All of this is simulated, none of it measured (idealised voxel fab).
Documented hereafter: the process module known as voxel self aligned vias.
We display cut, a cross-section 285 nm in width whose square cells are each 5 nm.
Cross-section spec: square-cell grid; bands listed top down; each band is one or more rows.
Band entry format. Leading values: height of top, height of bottom, nm. Remainder: materials in left-to-right order, each with its width in nm. Special words: "full width" on a single material, which then fills the band edge to edge; "empty", empty space.
Height 0 is the level under which the wafer as received is all one material. The lowest band goes on downwards, as in "0 down".
It should be noted that a width expressed as "30 to 40" varies in equal increments from row to row of cells within the band, taking the value of the first number at the top row and that of the second number at the bottom row.
No cell of the cross-section changed in a step that is given as "nothing altered".
Empty spaces counting at least 8 cells and having no open way to the top are listed in "closed voids". The notation width x height at distance is used for each, the distance being from the left edge and all three values in nm.
Where a step's line continues beyond its settings, the continuation is a remark by the simulator itself on that step.
For masked steps, "overlay nm" on the step line gives how far right of plan the mask actually lay; a minus sign means it lay to the left.
So the way this works: pairs, before and after one process step. The after picture only goes down to the lowest band that actually changed, nothing below. Step and its settings are under each pair. And watch out, pairs might come from different runs of this module, same starting wafer though, so a pair only follows on from the one above if its "Pre-processing view" entry tells you so.
# Pre-processing view
	0 down = Si full width
	closed voids: none
# Resultant Cross-Section
	15 to 0 = SiO2 full width
	Nothing below the height 0 has changed.
	closed voids: none
What step was run between the cross-section before it and the cross-section after it, both above? CONFORMAL_DEP,material SiO2,thk nm 15
Pre-processing view: The pre-step condition corresponds to the post-step cross-section depicted in the pair directly above.
# Resultant Cross-Section
	20 to 15 = SiCN full width
	Nothing below the height 15 has changed.
	closed voids: none
What step was run between the cross-section before it and the cross-section after it, both above? CONFORMAL_DEP,material SiCN,thk nm 5
Pre-processing view: The pre-step condition corresponds to the post-step cross-section depicted in the pair directly above.
# Resultant Cross-Section
	50 to 20 = lowk full width
	Nothing below the height 20 has changed.
	closed voids: none
What step was run between the cross-section before it and the cross-section after it, both above? DIRECTIONAL_DEP,material lowk,thk nm 30
Pre-processing view: The pre-step condition corresponds to the post-step cross-section depicted in the pair directly above.
# Resultant Cross-Section
	65 to 50 = resist: 100; empty: 20; resist: 45; empty: 20; resist: 100
	Nothing below the height 50 has changed.
	closed voids: none
What step was run between the cross-section before it and the cross-section after it, both above? PATTERN,tone open,mask id LINES,material resist,width nm 20,pitch nm 65,thk nm 15,overlay nm 0
Pre-processing view: The pre-step condition corresponds to the post-step cross-section depicted in the pair directly above.
# Resultant Cross-Section
	65 to 50 = resist: 100; empty: 20; resist: 45; empty: 20; resist: 100
	50 to 20 = lowk: 100; empty: 20; lowk: 45; empty: 20; lowk: 100
	Nothing below the height 20 has changed.
	closed voids: none
What step was run between the cross-section before it and the cross-section after it, both above? DIRECTIONAL_ETCH,etch materials lowk,depth nm 30
Pre-processing view: The pre-step condition corresponds to the post-step cross-section depicted in the pair directly above.
# Resultant Cross-Section
	50 to 20 = lowk: 100; empty: 20; lowk: 45; empty: 20; lowk: 100
	Nothing below the height 20 has changed.
	closed voids: none
What step was run between the cross-section before it and the cross-section after it, both above? STRIP,etch materials resist
Pre-processing view: The pre-step condition corresponds to the post-step cross-section depicted in the pair directly above.
# Resultant Cross-Section
	55 to 50 = TiN: 105; empty: 10; TiN: 55; empty: 10; TiN: 105
	50 to 25 = lowk: 100; TiN: 5; empty: 10; TiN: 5; lowk: 45; TiN: 5; empty: 10; TiN: 5; lowk: 100
	25 to 20 = lowk: 100; TiN: 20; lowk: 45; TiN: 20; lowk: 100
	Nothing below the height 20 has changed.
	closed voids: none
What step was run between the cross-section before it and the cross-section after it, both above? CONFORMAL_DEP,material TiN,thk nm 5
Pre-processing view: The pre-step condition corresponds to the post-step cross-section depicted in the pair directly above.
# Resultant Cross-Section
	60 to 55 = W full width
	55 to 50 = TiN: 105; W: 10; TiN: 55; W: 10; TiN: 105
	50 to 25 = lowk: 100; TiN: 5; W: 10; TiN: 5; lowk: 45; TiN: 5; W: 10; TiN: 5; lowk: 100
	Nothing below the height 25 has changed.
	closed voids: none
What step was run between the cross-section before it and the cross-section after it, both above? FILL_DEP,material W,thk nm 5
Pre-processing view: The pre-step condition corresponds to the post-step cross-section depicted in the pair directly above.
# Resultant Cross-Section
	50 to 25 = lowk: 100; TiN: 5; W: 10; TiN: 5; lowk: 45; TiN: 5; W: 10; TiN: 5; lowk: 100
	Nothing below the height 25 has changed.
	closed voids: none
What step was run between the cross-section before it and the cross-section after it, both above? CMP,height nm 50
Pre-processing view: The pre-step condition corresponds to the post-step cross-section depicted in the pair directly above.
# Resultant Cross-Section
	50 to 45 = lowk: 100; empty: 20; lowk: 45; empty: 20; lowk: 100
	Nothing below the height 45 has changed.
	closed voids: none
What step was run between the cross-section before it and the cross-section after it, both above? SELECTIVE_ETCH,etch materials W Ru TiN,depth nm 5
Pre-processing view: The pre-step condition corresponds to the post-step cross-section depicted in the pair directly above.
# Resultant Cross-Section
	55 to 50 = SiN full width
	50 to 45 = lowk: 100; SiN: 20; lowk: 45; SiN: 20; lowk: 100
	Nothing below the height 45 has changed.
	closed voids: none
What step was run between the cross-section before it and the cross-section after it, both above? FILL_DEP,material SiN,thk nm 5
Pre-processing view: The pre-step condition corresponds to the post-step cross-section depicted in the pair directly above.
# Resultant Cross-Section
	50 to 45 = lowk: 100; SiN: 20; lowk: 45; SiN: 20; lowk: 100
	Nothing below the height 45 has changed.
	closed voids: none
What step was run between the cross-section before it and the cross-section after it, both above? CMP,height nm 50
Pre-processing view: The pre-step condition corresponds to the post-step cross-section depicted in the pair directly above.
# Resultant Cross-Section
	65 to 50 = lowk full width
	Nothing below the height 50 has changed.
	closed voids: none
What step was run between the cross-section before it and the cross-section after it, both above? DIRECTIONAL_DEP,material lowk,thk nm 15
Pre-processing view: The pre-step condition corresponds to the post-step cross-section depicted in the pair directly above.
# Resultant Cross-Section
	65 to 50 = lowk: 90; empty: 40; lowk: 155
	Nothing below the height 50 has changed.
	closed voids: none
What step was run between the cross-section before it and the cross-section after it, both above? MASKED_ETCH,tone open,mask id VIAS,width nm 40,etch materials lowk,depth nm 15,overlay nm 0
Pre-processing view: The pre-step condition corresponds to the post-step cross-section depicted in the pair directly above.
# Resultant Cross-Section
	65 to 50 = lowk: 90; empty: 40; lowk: 155
	50 to 45 = lowk: 100; empty: 20; lowk: 45; SiN: 20; lowk: 100
	Nothing below the height 45 has changed.
	closed voids: none
What step was run between the cross-section before it and the cross-section after it, both above? MASKED_ETCH,tone open,mask id VIAS,width nm 40,etch materials SiN,depth nm 5,overlay nm 0
Pre-processing view: The pre-step condition corresponds to the post-step cross-section depicted in the pair directly above.
# Resultant Cross-Section
	70 to 65 = TiN: 95; empty: 30; TiN: 160
	65 to 55 = lowk: 90; TiN: 5; empty: 30; TiN: 5; lowk: 155
	55 to 50 = lowk: 90; TiN: 15; empty: 10; TiN: 15; lowk: 155
	50 to 45 = lowk: 100; TiN: 20; lowk: 45; SiN: 20; lowk: 100
	Nothing below the height 45 has changed.
	closed voids: none
What step was run between the cross-section before it and the cross-section after it, both above? CONFORMAL_DEP,material TiN,thk nm 5
Pre-processing view: The pre-step condition corresponds to the post-step cross-section depicted in the pair directly above.
# Resultant Cross-Section
	75 to 70 = Cu full width
	70 to 65 = TiN: 95; Cu: 30; TiN: 160
	65 to 55 = lowk: 90; TiN: 5; Cu: 30; TiN: 5; lowk: 155
	55 to 50 = lowk: 90; TiN: 15; Cu: 10; TiN: 15; lowk: 155
	Nothing below the height 50 has changed.
	closed voids: none
What step was run between the cross-section before it and the cross-section after it, both above? FILL_DEP,material Cu,thk nm 5
Pre-processing view: The pre-step condition corresponds to the post-step cross-section depicted in the pair directly above.
# Resultant Cross-Section
	65 to 55 = lowk: 90; TiN: 5; Cu: 30; TiN: 5; lowk: 155
	Nothing below the height 55 has changed.
	closed voids: none
What step was run between the cross-section before it and the cross-section after it, both above? CMP,height nm 65
Pre-processing view: The pre-step condition corresponds to the post-step cross-section depicted in the pair directly above.
# Resultant Cross-Section
	70 to 65 = SiN full width
	Nothing below the height 65 has changed.
	closed voids: none
What step was run between the cross-section before it and the cross-section after it, both above? CONFORMAL_DEP,material SiN,thk nm 5
# Pre-processing view
	15 to 0 = SiO2 full width
	0 down = Si full width
	closed voids: none
# Resultant Cross-Section
	45 to 15 = lowk full width
	Nothing below the height 15 has changed.
	closed voids: none
What step was run between the cross-section before it and the cross-section after it, both above? DIRECTIONAL_DEP,material lowk,thk nm 30
Pre-processing view: The pre-step condition corresponds to the post-step cross-section depicted in the pair directly above.
# Resultant Cross-Section
	60 to 45 = resist: 100; empty: 20; resist: 45; empty: 20; resist: 100
	Nothing below the height 45 has changed.
	closed voids: none
What step was run between the cross-section before it and the cross-section after it, both above? PATTERN,tone open,mask id LINES,material resist,width nm 20,pitch nm 65,thk nm 15,overlay nm 0
Pre-processing view: The pre-step condition corresponds to the post-step cross-section depicted in the pair directly above.
# Resultant Cross-Section
	60 to 45 = resist: 100; empty: 20; resist: 45; empty: 20; resist: 100
	45 to 15 = lowk: 100; empty: 20; lowk: 45; empty: 20; lowk: 100
	Nothing below the height 15 has changed.
	closed voids: none
What step was run between the cross-section before it and the cross-section after it, both above? DIRECTIONAL_ETCH,etch materials lowk,depth nm 30
Pre-processing view: The pre-step condition corresponds to the post-step cross-section depicted in the pair directly above.
# Resultant Cross-Section
	45 to 15 = lowk: 100; empty: 20; lowk: 45; empty: 20; lowk: 100
	Nothing below the height 15 has changed.
	closed voids: none
What step was run between the cross-section before it and the cross-section after it, both above? STRIP,etch materials resist
Pre-processing view: The pre-step condition corresponds to the post-step cross-section depicted in the pair directly above.
# Resultant Cross-Section
	50 to 45 = TiN: 105; empty: 10; TiN: 55; empty: 10; TiN: 105
	45 to 20 = lowk: 100; TiN: 5; empty: 10; TiN: 5; lowk: 45; TiN: 5; empty: 10; TiN: 5; lowk: 100
	20 to 15 = lowk: 100; TiN: 20; lowk: 45; TiN: 20; lowk: 100
	Nothing below the height 15 has changed.
	closed voids: none
What step was run between the cross-section before it and the cross-section after it, both above? CONFORMAL_DEP,material TiN,thk nm 5
Pre-processing view: The pre-step condition corresponds to the post-step cross-section depicted in the pair directly above.
# Resultant Cross-Section
	55 to 50 = W full width
	50 to 45 = TiN: 105; W: 10; TiN: 55; W: 10; TiN: 105
	45 to 20 = lowk: 100; TiN: 5; W: 10; TiN: 5; lowk: 45; TiN: 5; W: 10; TiN: 5; lowk: 100
	Nothing below the height 20 has changed.
	closed voids: none
What step was run between the cross-section before it and the cross-section after it, both above? FILL_DEP,material W,thk nm 5
Pre-processing view: The pre-step condition corresponds to the post-step cross-section depicted in the pair directly above.
# Resultant Cross-Section
	50 to 45 = TiN: 105; W: 10; TiN: 55; W: 10; TiN: 105
	Nothing below the height 45 has changed.
	closed voids: none
What step was run between the cross-section before it and the cross-section after it, both above? CMP,height nm 50
Pre-processing view: The pre-step condition corresponds to the post-step cross-section depicted in the pair directly above.
# Resultant Cross-Section
	45 to 20 = lowk: 100; TiN: 5; W: 10; TiN: 5; lowk: 45; TiN: 5; W: 10; TiN: 5; lowk: 100
	Nothing below the height 20 has changed.
	closed voids: none
What step was run between the cross-section before it and the cross-section after it, both above? SELECTIVE_ETCH,etch materials W Ru TiN,depth nm 5
Pre-processing view: The pre-step condition corresponds to the post-step cross-section depicted in the pair directly above.
# Resultant Cross-Section
	50 to 45 = SiN full width
	Nothing below the height 45 has changed.
	closed voids: none
What step was run between the cross-section before it and the cross-section after it, both above? FILL_DEP,material SiN,thk nm 5
Pre-processing view: The pre-step condition corresponds to the post-step cross-section depicted in the pair directly above.
# Resultant Cross-Section
	65 to 50 = lowk full width
	Nothing below the height 50 has changed.
	closed voids: none
What step was run between the cross-section before it and the cross-section after it, both above? DIRECTIONAL_DEP,material lowk,thk nm 15
Pre-processing view: The pre-step condition corresponds to the post-step cross-section depicted in the pair directly above.
# Resultant Cross-Section
	65 to 50 = lowk: 90; empty: 40; lowk: 155
	Nothing below the height 50 has changed.
	closed voids: none
What step was run between the cross-section before it and the cross-section after it, both above? MASKED_ETCH,tone open,mask id VIAS,width nm 40,etch materials lowk,depth nm 15,overlay nm 0
Pre-processing view: The pre-step condition corresponds to the post-step cross-section depicted in the pair directly above.
# Resultant Cross-Section
	65 to 50 = lowk: 90; empty: 40; lowk: 155
	50 to 45 = SiN: 90; empty: 40; SiN: 155
	Nothing below the height 45 has changed.
	closed voids: none
What step was run between the cross-section before it and the cross-section after it, both above? MASKED_ETCH,tone open,mask id VIAS,width nm 40,etch materials SiN,depth nm 5,overlay nm 0
Pre-processing view: The pre-step condition corresponds to the post-step cross-section depicted in the pair directly above.
# Resultant Cross-Section
	70 to 65 = TiN: 95; empty: 30; TiN: 160
	65 to 50 = lowk: 90; TiN: 5; empty: 30; TiN: 5; lowk: 155
	50 to 45 = SiN: 90; TiN: 40; SiN: 155
	Nothing below the height 45 has changed.
	closed voids: none
What step was run between the cross-section before it and the cross-section after it, both above? CONFORMAL_DEP,material TiN,thk nm 5
Pre-processing view: The pre-step condition corresponds to the post-step cross-section depicted in the pair directly above.
# Resultant Cross-Section
	75 to 70 = Cu full width
	70 to 65 = TiN: 95; Cu: 30; TiN: 160
	65 to 50 = lowk: 90; TiN: 5; Cu: 30; TiN: 5; lowk: 155
	Nothing below the height 50 has changed.
	closed voids: none
What step was run between the cross-section before it and the cross-section after it, both above? FILL_DEP,material Cu,thk nm 5
Pre-processing view: The pre-step condition corresponds to the post-step cross-section depicted in the pair directly above.
# Resultant Cross-Section
	65 to 50 = lowk: 90; TiN: 5; Cu: 30; TiN: 5; lowk: 155
	Nothing below the height 50 has changed.
	closed voids: none
What step was run between the cross-section before it and the cross-section after it, both above? CMP,height nm 65
Pre-processing view: The pre-step condition corresponds to the post-step cross-section depicted in the pair directly above.
# Resultant Cross-Section
	70 to 65 = SiN full width
	Nothing below the height 65 has changed.
	closed voids: none
What step was run between the cross-section before it and the cross-section after it, both above? CONFORMAL_DEP,material SiN,thk nm 5
# Pre-processing view
	15 to 0 = SiO2 full width
	0 down = Si full width
	closed voids: none
# Resultant Cross-Section
	30 to 0 = SiO2 full width
	Nothing below the height 0 has changed.
	closed voids: none
What step was run between the cross-section before it and the cross-section after it, both above? CONFORMAL_DEP,material SiO2,thk nm 15
Pre-processing view: The pre-step condition corresponds to the post-step cross-section depicted in the pair directly above.
# Resultant Cross-Section
	35 to 30 = SiCN full width
	Nothing below the height 30 has changed.
	closed voids: none
What step was run between the cross-section before it and the cross-section after it, both above? CONFORMAL_DEP,material SiCN,thk nm 5
Pre-processing view: The pre-step condition corresponds to the post-step cross-section depicted in the pair directly above.
# Resultant Cross-Section
	65 to 35 = lowk full width
	Nothing below the height 35 has changed.
	closed voids: none
What step was run between the cross-section before it and the cross-section after it, both above? DIRECTIONAL_DEP,material lowk,thk nm 30
Pre-processing view: The pre-step condition corresponds to the post-step cross-section depicted in the pair directly above.
# Resultant Cross-Section
	80 to 65 = resist: 100; empty: 20; resist: 45; empty: 20; resist: 100
	Nothing below the height 65 has changed.
	closed voids: none
What step was run between the cross-section before it and the cross-section after it, both above? PATTERN,tone open,mask id LINES,material resist,width nm 20,pitch nm 65,thk nm 15,overlay nm 0
Pre-processing view: The pre-step condition corresponds to the post-step cross-section depicted in the pair directly above.
# Resultant Cross-Section
	80 to 65 = resist: 100; empty: 20; resist: 45; empty: 20; resist: 100
	65 to 35 = lowk: 100; empty: 20; lowk: 45; empty: 20; lowk: 100
	Nothing below the height 35 has changed.
	closed voids: none
What step was run between the cross-section before it and the cross-section after it, both above? DIRECTIONAL_ETCH,etch materials lowk,depth nm 30
Pre-processing view: The pre-step condition corresponds to the post-step cross-section depicted in the pair directly above.
# Resultant Cross-Section
	65 to 35 = lowk: 100; empty: 20; lowk: 45; empty: 20; lowk: 100
	Nothing below the height 35 has changed.
	closed voids: none
What step was run between the cross-section before it and the cross-section after it, both above? STRIP,etch materials resist
Pre-processing view: The pre-step condition corresponds to the post-step cross-section depicted in the pair directly above.
# Resultant Cross-Section
	70 to 65 = TiN: 105; empty: 10; TiN: 55; empty: 10; TiN: 105
	65 to 40 = lowk: 100; TiN: 5; empty: 10; TiN: 5; lowk: 45; TiN: 5; empty: 10; TiN: 5; lowk: 100
	40 to 35 = lowk: 100; TiN: 20; lowk: 45; TiN: 20; lowk: 100
	Nothing below the height 35 has changed.
	closed voids: none
What step was run between the cross-section before it and the cross-section after it, both above? CONFORMAL_DEP,material TiN,thk nm 5
Pre-processing view: The pre-step condition corresponds to the post-step cross-section depicted in the pair directly above.
# Resultant Cross-Section
	75 to 70 = W full width
	70 to 65 = TiN: 105; W: 10; TiN: 55; W: 10; TiN: 105
	65 to 40 = lowk: 100; TiN: 5; W: 10; TiN: 5; lowk: 45; TiN: 5; W: 10; TiN: 5; lowk: 100
	Nothing below the height 40 has changed.
	closed voids: none
What step was run between the cross-section before it and the cross-section after it, both above? FILL_DEP,material W,thk nm 5
Pre-processing view: The pre-step condition corresponds to the post-step cross-section depicted in the pair directly above.
# Resultant Cross-Section
	50 to 40 = lowk: 100; TiN: 5; W: 10; TiN: 5; lowk: 45; TiN: 5; W: 10; TiN: 5; lowk: 100
	Nothing below the height 40 has changed.
	closed voids: none
What step was run between the cross-section before it and the cross-section after it, both above? CMP,height nm 50
Pre-processing view: The pre-step condition corresponds to the post-step cross-section depicted in the pair directly above.
# Resultant Cross-Section
	50 to 45 = lowk: 100; empty: 20; lowk: 45; empty: 20; lowk: 100
	Nothing below the height 45 has changed.
	closed voids: none
What step was run between the cross-section before it and the cross-section after it, both above? SELECTIVE_ETCH,etch materials W Ru TiN,depth nm 5
Pre-processing view: The pre-step condition corresponds to the post-step cross-section depicted in the pair directly above.
# Resultant Cross-Section
	55 to 50 = SiN full width
	50 to 45 = lowk: 100; SiN: 20; lowk: 45; SiN: 20; lowk: 100
	Nothing below the height 45 has changed.
	closed voids: none
What step was run between the cross-section before it and the cross-section after it, both above? FILL_DEP,material SiN,thk nm 5
Pre-processing view: The pre-step condition corresponds to the post-step cross-section depicted in the pair directly above.
# Resultant Cross-Section
	50 to 45 = lowk: 100; SiN: 20; lowk: 45; SiN: 20; lowk: 100
	Nothing below the height 45 has changed.
	closed voids: none
What step was run between the cross-section before it and the cross-section after it, both above? CMP,height nm 50
Pre-processing view: The pre-step condition corresponds to the post-step cross-section depicted in the pair directly above.
# Resultant Cross-Section
	65 to 50 = lowk full width
	Nothing below the height 50 has changed.
	closed voids: none
What step was run between the cross-section before it and the cross-section after it, both above? DIRECTIONAL_DEP,material lowk,thk nm 15
Pre-processing view: The pre-step condition corresponds to the post-step cross-section depicted in the pair directly above.
# Resultant Cross-Section
	65 to 50 = lowk: 90; empty: 40; lowk: 155
	Nothing below the height 50 has changed.
	closed voids: none
What step was run between the cross-section before it and the cross-section after it, both above? MASKED_ETCH,tone open,mask id VIAS,width nm 40,etch materials lowk,depth nm 15,overlay nm 0
Pre-processing view: The pre-step condition corresponds to the post-step cross-section depicted in the pair directly above.
# Resultant Cross-Section
	65 to 50 = lowk: 90; empty: 40; lowk: 155
	50 to 45 = lowk: 100; empty: 20; lowk: 45; SiN: 20; lowk: 100
	Nothing below the height 45 has changed.
	closed voids: none
What step was run between the cross-section before it and the cross-section after it, both above? MASKED_ETCH,tone open,mask id VIAS,width nm 40,etch materials SiN,depth nm 5,overlay nm 0
Pre-processing view: The pre-step condition corresponds to the post-step cross-section depicted in the pair directly above.
# Resultant Cross-Section
	70 to 65 = TiN: 95; empty: 30; TiN: 160
	65 to 55 = lowk: 90; TiN: 5; empty: 30; TiN: 5; lowk: 155
	55 to 50 = lowk: 90; TiN: 15; empty: 10; TiN: 15; lowk: 155
	50 to 45 = lowk: 100; TiN: 20; lowk: 45; SiN: 20; lowk: 100
	Nothing below the height 45 has changed.
	closed voids: none
What step was run between the cross-section before it and the cross-section after it, both above? CONFORMAL_DEP,material TiN,thk nm 5
Pre-processing view: The pre-step condition corresponds to the post-step cross-section depicted in the pair directly above.
# Resultant Cross-Section
	75 to 70 = Cu full width
	70 to 65 = TiN: 95; Cu: 30; TiN: 160
	65 to 55 = lowk: 90; TiN: 5; Cu: 30; TiN: 5; lowk: 155
	55 to 50 = lowk: 90; TiN: 15; Cu: 10; TiN: 15; lowk: 155
	Nothing below the height 50 has changed.
	closed voids: none
What step was run between the cross-section before it and the cross-section after it, both above? FILL_DEP,material Cu,thk nm 5
Pre-processing view: The pre-step condition corresponds to the post-step cross-section depicted in the pair directly above.
# Resultant Cross-Section
	65 to 55 = lowk: 90; TiN: 5; Cu: 30; TiN: 5; lowk: 155
	Nothing below the height 55 has changed.
	closed voids: none
What step was run between the cross-section before it and the cross-section after it, both above? CMP,height nm 65
Pre-processing view: The pre-step condition corresponds to the post-step cross-section depicted in the pair directly above.
# Resultant Cross-Section
	70 to 65 = SiN full width
	Nothing below the height 65 has changed.
	closed voids: none
What step was run between the cross-section before it and the cross-section after it, both above? CONFORMAL_DEP,material SiN,thk nm 5
# Pre-processing view
	50 to 45 = lowk: 100; SiN: 20; lowk: 45; SiN: 20; lowk: 100
	45 to 25 = lowk: 100; TiN: 5; W: 10; TiN: 5; lowk: 45; TiN: 5; W: 10; TiN: 5; lowk: 100
	25 to 20 = lowk: 100; TiN: 20; lowk: 45; TiN: 20; lowk: 100
	20 to 15 = SiCN full width
	15 to 0 = SiO2 full width
	0 down = Si full width
	closed voids: none
# Resultant Cross-Section
	50 to 45 = lowk: 90; empty: 10; SiN: 20; empty: 10; lowk: 35; SiN: 20; lowk: 100
	45 to 35 = lowk: 90; empty: 10; TiN: 5; W: 10; TiN: 5; empty: 10; lowk: 35; TiN: 5; W: 10; TiN: 5; lowk: 100
	Nothing below the height 35 has changed.
	closed voids: none
What step was run between the cross-section before it and the cross-section after it, both above? MASKED_ETCH,tone open,mask id VIAS,width nm 40,etch materials lowk,depth nm 15,overlay nm 0
Pre-processing view: The pre-step condition corresponds to the post-step cross-section depicted in the pair directly above.
# Resultant Cross-Section
	65 to 50 = lowk: 90; empty: 10; lowk: 20; empty: 10; lowk: 155
	50 to 45 = lowk: 100; SiN: 20; lowk: 45; SiN: 20; lowk: 100
	45 to 25 = lowk: 100; TiN: 5; W: 10; TiN: 5; lowk: 45; TiN: 5; W: 10; TiN: 5; lowk: 100
	Nothing below the height 25 has changed.
	closed voids: none
What step was run between the cross-section before it and the cross-section after it, both above? DIRECTIONAL_DEP,material lowk,thk nm 15
Pre-processing view: The pre-step condition corresponds to the post-step cross-section depicted in the pair directly above.
# Resultant Cross-Section
	70 to 65 = TiN full width
	65 to 50 = lowk: 90; TiN: 10; lowk: 20; TiN: 10; lowk: 155
	Nothing below the height 50 has changed.
	closed voids: none
What step was run between the cross-section before it and the cross-section after it, both above? CONFORMAL_DEP,material TiN,thk nm 5
Pre-processing view: The pre-step condition corresponds to the post-step cross-section depicted in the pair directly above.
# Resultant Cross-Section
	75 to 70 = Cu full width
	Nothing below the height 70 has changed.
	closed voids: none
What step was run between the cross-section before it and the cross-section after it, both above? FILL_DEP,material Cu,thk nm 5
Pre-processing view: The pre-step condition corresponds to the post-step cross-section depicted in the pair directly above.
# Resultant Cross-Section
	65 to 50 = lowk: 90; TiN: 10; lowk: 20; TiN: 10; lowk: 155
	Nothing below the height 50 has changed.
	closed voids: none
What step was run between the cross-section before it and the cross-section after it, both above? CMP,height nm 65
Pre-processing view: The pre-step condition corresponds to the post-step cross-section depicted in the pair directly above.
# Resultant Cross-Section
	70 to 65 = SiN full width
	Nothing below the height 65 has changed.
	closed voids: none
What step was run between the cross-section before it and the cross-section after it, both above? CONFORMAL_DEP,material SiN,thk nm 5
# Pre-processing view
	65 to 50 = lowk full width
	50 to 45 = lowk: 100; SiN: 20; lowk: 45; SiN: 20; lowk: 100
	45 to 25 = lowk: 100; TiN: 5; W: 10; TiN: 5; lowk: 45; TiN: 5; W: 10; TiN: 5; lowk: 100
	25 to 20 = lowk: 100; TiN: 20; lowk: 45; TiN: 20; lowk: 100
	20 to 15 = SiCN full width
	15 to 0 = SiO2 full width
	0 down = Si full width
	closed voids: none
# Resultant Cross-Section
	65 to 50 = lowk: 90; empty: 40; lowk: 155
	50 to 45 = lowk: 90; empty: 10; SiN: 20; empty: 10; lowk: 35; SiN: 20; lowk: 100
	Nothing below the height 45 has changed.
	closed voids: none
What step was run between the cross-section before it and the cross-section after it, both above? MASKED_ETCH,tone open,mask id VIAS,width nm 40,etch materials lowk,depth nm 20,overlay nm 0
Pre-processing view: The pre-step condition corresponds to the post-step cross-section depicted in the pair directly above.
# Resultant Cross-Section
	65 to 50 = lowk: 90; empty: 40; lowk: 155
	50 to 45 = lowk: 90; empty: 40; lowk: 35; SiN: 20; lowk: 100
	Nothing below the height 45 has changed.
	closed voids: none
What step was run between the cross-section before it and the cross-section after it, both above? MASKED_ETCH,tone open,mask id VIAS,width nm 40,etch materials SiN,depth nm 5,overlay nm 0
Pre-processing view: The pre-step condition corresponds to the post-step cross-section depicted in the pair directly above.
# Resultant Cross-Section
	70 to 65 = TiN: 95; empty: 30; TiN: 160
	65 to 50 = lowk: 90; TiN: 5; empty: 30; TiN: 5; lowk: 155
	50 to 45 = lowk: 90; TiN: 40; lowk: 35; SiN: 20; lowk: 100
	Nothing below the height 45 has changed.
	closed voids: none
What step was run between the cross-section before it and the cross-section after it, both above? CONFORMAL_DEP,material TiN,thk nm 5
Pre-processing view: The pre-step condition corresponds to the post-step cross-section depicted in the pair directly above.
# Resultant Cross-Section
	75 to 70 = Cu full width
	70 to 65 = TiN: 95; Cu: 30; TiN: 160
	65 to 50 = lowk: 90; TiN: 5; Cu: 30; TiN: 5; lowk: 155
	Nothing below the height 50 has changed.
	closed voids: none
What step was run between the cross-section before it and the cross-section after it, both above? FILL_DEP,material Cu,thk nm 5
Pre-processing view: The pre-step condition corresponds to the post-step cross-section depicted in the pair directly above.
# Resultant Cross-Section
	65 to 50 = lowk: 90; TiN: 5; Cu: 30; TiN: 5; lowk: 155
	Nothing below the height 50 has changed.
	closed voids: none
What step was run between the cross-section before it and the cross-section after it, both above? CMP,height nm 65
Pre-processing view: The pre-step condition corresponds to the post-step cross-section depicted in the pair directly above.
# Resultant Cross-Section
	70 to 65 = SiN full width
	Nothing below the height 65 has changed.
	closed voids: none
What step was run between the cross-section before it and the cross-section after it, both above? CONFORMAL_DEP,material SiN,thk nm 5
# Pre-processing view
	65 to 50 = lowk full width
	50 to 45 = lowk: 100; SiN: 20; lowk: 45; SiN: 20; lowk: 100
	45 to 25 = lowk: 100; TiN: 5; W: 10; TiN: 5; lowk: 45; TiN: 5; W: 10; TiN: 5; lowk: 100
	25 to 20 = lowk: 100; TiN: 20; lowk: 45; TiN: 20; lowk: 100
	20 to 15 = SiCN full width
	15 to 0 = SiO2 full width
	0 down = Si full width
	closed voids: none
# Resultant Cross-Section
	65 to 50 = lowk: 95; empty: 30; lowk: 160
	Nothing below the height 50 has changed.
	closed voids: none
What step was run between the cross-section before it and the cross-section after it, both above? MASKED_ETCH,tone open,mask id VIAS,width nm 30,etch materials lowk,depth nm 15,overlay nm 0
Pre-processing view: The pre-step condition corresponds to the post-step cross-section depicted in the pair directly above.
# Resultant Cross-Section
	65 to 50 = lowk: 95; empty: 30; lowk: 160
	50 to 45 = lowk: 100; empty: 20; lowk: 45; SiN: 20; lowk: 100
	Nothing below the height 45 has changed.
	closed voids: none
What step was run between the cross-section before it and the cross-section after it, both above? MASKED_ETCH,tone open,mask id VIAS,width nm 40,etch materials SiN,depth nm 5,overlay nm 0
Pre-processing view: The pre-step condition corresponds to the post-step cross-section depicted in the pair directly above.
# Resultant Cross-Section
	70 to 65 = TiN: 100; empty: 20; TiN: 165
	65 to 55 = lowk: 95; TiN: 5; empty: 20; TiN: 5; lowk: 160
	55 to 50 = lowk: 95; TiN: 10; empty: 10; TiN: 10; lowk: 160
	50 to 45 = lowk: 100; TiN: 20; lowk: 45; SiN: 20; lowk: 100
	Nothing below the height 45 has changed.
	closed voids: none
What step was run between the cross-section before it and the cross-section after it, both above? CONFORMAL_DEP,material TiN,thk nm 5
Pre-processing view: The pre-step condition corresponds to the post-step cross-section depicted in the pair directly above.
# Resultant Cross-Section
	75 to 70 = Cu full width
	70 to 65 = TiN: 100; Cu: 20; TiN: 165
	65 to 55 = lowk: 95; TiN: 5; Cu: 20; TiN: 5; lowk: 160
	55 to 50 = lowk: 95; TiN: 10; Cu: 10; TiN: 10; lowk: 160
	Nothing below the height 50 has changed.
	closed voids: none
What step was run between the cross-section before it and the cross-section after it, both above? FILL_DEP,material Cu,thk nm 5
Pre-processing view: The pre-step condition corresponds to the post-step cross-section depicted in the pair directly above.
# Resultant Cross-Section
	65 to 55 = lowk: 95; TiN: 5; Cu: 20; TiN: 5; lowk: 160
	Nothing below the height 55 has changed.
	closed voids: none
What step was run between the cross-section before it and the cross-section after it, both above? CMP,height nm 65
Pre-processing view: The pre-step condition corresponds to the post-step cross-section depicted in the pair directly above.
# Resultant Cross-Section
	70 to 65 = SiN full width
	Nothing below the height 65 has changed.
	closed voids: none
What step was run between the cross-section before it and the cross-section after it, both above? CONFORMAL_DEP,material SiN,thk nm 5
# Pre-processing view
	50 to 20 = lowk full width
	20 to 15 = SiCN full width
	15 to 0 = SiO2 full width
	0 down = Si full width
	closed voids: none
# Resultant Cross-Section
	65 to 50 = resist: 110; empty: 20; resist: 45; empty: 20; resist: 90
	Nothing below the height 50 has changed.
	closed voids: none
What step was run between the cross-section before it and the cross-section after it, both above? PATTERN,tone open,mask id LINES,material resist,width nm 20,pitch nm 65,thk nm 15,overlay nm 10
Pre-processing view: The pre-step condition corresponds to the post-step cross-section depicted in the pair directly above.
# Resultant Cross-Section
	65 to 50 = resist: 110; empty: 20; resist: 45; empty: 20; resist: 90
	50 to 20 = lowk: 110; empty: 20; lowk: 45; empty: 20; lowk: 90
	Nothing below the height 20 has changed.
	closed voids: none
What step was run between the cross-section before it and the cross-section after it, both above? DIRECTIONAL_ETCH,etch materials lowk,depth nm 30
Pre-processing view: The pre-step condition corresponds to the post-step cross-section depicted in the pair directly above.
# Resultant Cross-Section
	50 to 20 = lowk: 110; empty: 20; lowk: 45; empty: 20; lowk: 90
	Nothing below the height 20 has changed.
	closed voids: none
What step was run between the cross-section before it and the cross-section after it, both above? STRIP,etch materials resist
